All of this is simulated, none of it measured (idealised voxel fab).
Process module under the name voxel self aligned vias
Section cut is 300 nm wide and gridded with 5 nm square cells.
The cross-sections in this document take the form of a grid made of square cells. They are written out as bands, in order from top to bottom. Each band consists of one or more rows of cells. Read a band's entry like this: the first values are the height of its top and the height of its bottom in nm, and what follows is the sequence of materials from left to right, each with its width in nm. Note that "blank" is empty space, and that a single material marked "full width" reaches across the band from edge to edge. It should be noted that heights are counted from 0, beneath which the wafer as supplied is of one material throughout, and that the lowest band possesses no lower boundary but continues downward, as written in "z 0 and below". When a width is written as two numbers, as in "30->40", the first number is the width in the top row of cells of the band and the second is the width in its bottom row, and the width changes by the same amount from each row to the next. "remains unaltered" (step): cross-section cells unchanged, all of them. The list in "Enclosed void inventory" covers empty spaces of 8 cells or more that cannot reach the top through any open way, and it gives each as width x height at distance; the distance is from the left edge, and width, height and distance are in nm. On a step's line, text after the settings is the simulator commenting on that step. overlay nm: how far to the right of its planned place the mask lay on this masked step (negative: to the left).
So here's the lineup of process steps we planned:
| 1 | RECEIVE: material Si |
| 2 | CONFORMAL_DEP: material SiO2, thk nm 15 |
| 3 | CONFORMAL_DEP: material SiCN, thk nm 5 |
| 4 | DIRECTIONAL_DEP: material lowk, thk nm 30 |
| 5 | MASKED_ETCH: tone open, mask id LINES, width nm 20, pitch nm 65, etch materials lowk, depth nm 30, overlay nm -15 |
| 6 | CONFORMAL_DEP: material TiN, thk nm 5 |
| 7 | FILL_DEP: material W, thk nm 10 |
| 8 | CMP: height nm 50 |
| 9 | SELECTIVE_ETCH: etch materials W Ru TiN, depth nm 5 |
| 10 | FILL_DEP: material SiN, thk nm 10 |
| 11 | CMP: height nm 50 |
| 12 | DIRECTIONAL_DEP: material lowk, thk nm 15 |
| 13 | PATTERN: tone open, mask id VIAS, material resist, width nm 40, pitch nm 65, thk nm 15, overlay nm 0 |
| 14 | DIRECTIONAL_ETCH: etch materials lowk, depth nm 15 |
| 15 | DIRECTIONAL_ETCH: etch materials SiN, depth nm 5 |
| 16 | STRIP: etch materials resist |
| 17 | CONFORMAL_DEP: material TiN, thk nm 5 |
| 18 | FILL_DEP: material Cu, thk nm 10 |
| 19 | CMP: height nm 65 |
| 20 | CONFORMAL_DEP: material SiN, thk nm 5 |
Among the wafers covered here, the point of difference is the overlay nm at step 5; their starting state is shared, and the plan presents the value of the first wafer.
As-received state after step 1, first of several wafers, cross-section:
> z 0 and below: Si full width
> Enclosed void inventory: none
Quick key for the table: a row per wafer, taken at the end of the module. For each material it tells you how many cells the wafer gained (+) or lost (-) since it came in, and the closed voids come after:
overlay nm -15, +39 Cu, +60 SiCN, +63 SiN, +180 SiO2, +78 TiN, +24 W, +396 lowk, Enclosed void inventory: none
overlay nm -10, +42 Cu, +60 SiCN, +60 SiN, +180 SiO2, +78 TiN, +24 W, +396 lowk, Enclosed void inventory: none
overlay nm -5, +42 Cu, +60 SiCN, +60 SiN, +180 SiO2, +78 TiN, +24 W, +396 lowk, Enclosed void inventory: none
overlay nm 0, +42 Cu, +60 SiCN, +60 SiN, +180 SiO2, +78 TiN, +24 W, +396 lowk, Enclosed void inventory: none
overlay nm 5, +42 Cu, +60 SiCN, +60 SiN, +180 SiO2, +78 TiN, +24 W, +396 lowk, Enclosed void inventory: none
overlay nm 10, +42 Cu, +60 SiCN, +60 SiN, +180 SiO2, +78 TiN, +24 W, +396 lowk, Enclosed void inventory: none
overlay nm 15, +39 Cu, +60 SiCN, +63 SiN, +180 SiO2, +78 TiN, +24 W, +396 lowk, Enclosed void inventory: none
